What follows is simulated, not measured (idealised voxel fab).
A process module follows: voxel gate over fins.
The cross-section shown here is cut; it is 265 nm wide and divided into square cells measuring 5 nm on a side.
Think of the cross-section as a grid of square cells. We describe it in bands, top to bottom, and each band covers one or more rows of those cells. Read a band's entry like this: the first values are the height of its top and the height of its bottom in nm, and what follows is the sequence of materials from left to right, each with its width in nm. Note that "air" is empty space, and that a single material marked "all across" reaches across the band from edge to edge. Height 0 is the level under which the wafer as received is all one material. The lowest band goes on downwards, as in "from 0 down". Width spec "30 to 40" -> top row of cells at first value, bottom row at second value, equal per-row change in between. It should be understood that the words "no change", when stated for a given step, signify that the cross-section underwent no change in any of its cells during that step. If an empty space has no open way to the top and is at least 8 cells in size, "Fully sealed voids" lists it, written width x height at distance, where distance is measured from the left edge and every value is in nm. Formally, on a step line, whatever follows the settings is a remark that the simulator itself makes on the step. overlay nm: step with mask; distance mask lay right of planned place; negative value = left of planned place.

Steps in the process plan
1) RECEIVE | material Si
2) CONFORMAL_DEP | material SiN | thk nm 10
3) MASKED_ETCH | tone cover | mask id FINS | width nm 15 | pitch nm 60 | etch materials SiN | depth nm 10 | overlay nm 0
4) MASKED_ETCH | tone cover | mask id FINS | width nm 15 | pitch nm 60 | etch materials Si | depth nm 40 | overlay nm 0
5) OXIDIZE | depth nm 5
6) FILL_DEP | material SiO2 | thk nm 5
7) CMP | height nm 10
8) MASKED_ETCH | tone open | mask id RAIL | width nm 15 | etch materials SiO2 | depth nm 45 | overlay nm 0
9) CONFORMAL_DEP | material TiN | thk nm 5
10) FILL_DEP | material Ru | thk nm 10
11) CMP | height nm 10
12) SELECTIVE_ETCH | etch materials W Ru TiN | depth nm 30
13) FILL_DEP | material SiO2 | thk nm 5
14) CMP | height nm 10
15) SELECTIVE_ETCH | etch materials SiO2 | depth nm 20
16) STRIP | etch materials SiN
17) CONFORMAL_DEP | material HfO2 | thk nm 5
18) CONFORMAL_DEP | material TiN | thk nm 5
19) CONFORMAL_DEP | material TiAl | thk nm 5
20) CONFORMAL_DEP | material TiN | thk nm 5
21) FILL_DEP | material W | thk nm 10
22) CMP | height nm 25
23) CONFORMAL_DEP | material SiCN | thk nm 10

Delivered wafer in cross-section: state after step 1
- from 0 down  Si all across
- Fully sealed voids: none

Starting structure and process plan are as shown above, but one mistake was made in running the module; the wafer cross-section at the end of the module follows
- from 35 to 25  SiCN all across
- from 25 to 20  W all across
- from 20 to 15  W (20)  TiN (45)  W (15)  TiN (45)  W (15)  TiN (45)  W (15)  TiN (45)  W (20)
- from 15 to 10  W (20)  TiN (5)  TiAl (35)  TiN (25)  TiAl (35)  TiN (5)  W (15)  TiN (5)  TiAl (35)  TiN (5)  W (15)  TiN (5)  TiAl (35)  TiN (5)  W (20)
- from 10 to 5  TiN (25)  TiAl (5)  TiN (25)  TiAl (35)  TiN (25)  TiAl (5)  TiN (25)  TiAl (5)  TiN (25)  TiAl (5)  TiN (25)  TiAl (5)  TiN (25)  TiAl (5)  TiN (25)
- from 5 to 0  TiAl (30)  TiN (5)  HfO2 (15)  TiN (45)  HfO2 (15)  TiN (5)  TiAl (35)  TiN (5)  HfO2 (15)  TiN (5)  TiAl (35)  TiN (5)  HfO2 (15)  TiN (5)  TiAl (30)
- from 0 to -5  TiN (35)  HfO2 (5)  Si (5)  HfO2 (5)  TiN (10)  HfO2 (25)  TiN (10)  HfO2 (5)  Si (5)  HfO2 (5)  TiN (45)  HfO2 (5)  Si (5)  HfO2 (5)  TiN (45)  HfO2 (5)  Si (5)  HfO2 (5)  TiN (35)
- from -5 to -10  HfO2 (40)  Si (5)  HfO2 (20)  TiN (5)  Ru (5)  TiN (5)  HfO2 (20)  Si (5)  HfO2 (55)  Si (5)  HfO2 (55)  Si (5)  HfO2 (40)
- from -10 to -30  SiO2 (40)  Si (5)  SiO2 (20)  TiN (5)  Ru (5)  TiN (5)  SiO2 (20)  Si (5)  SiO2 (55)  Si (5)  SiO2 (55)  Si (5)  SiO2 (40)
- from -30 to -35  SiO2 (40)  Si (5)  SiO2 (20)  TiN (15)  SiO2 (20)  Si (5)  SiO2 (55)  Si (5)  SiO2 (55)  Si (5)  SiO2 (40)
- from -35 to -45  SiO2 (40)  Si (5)  SiO2 (55)  Si (5)  SiO2 (55)  Si (5)  SiO2 (55)  Si (5)  SiO2 (40)
- from -45 down  Si all across
- Fully sealed voids: none
Error vs. plan: with respect to the plan, step 11 was omitted and not executed
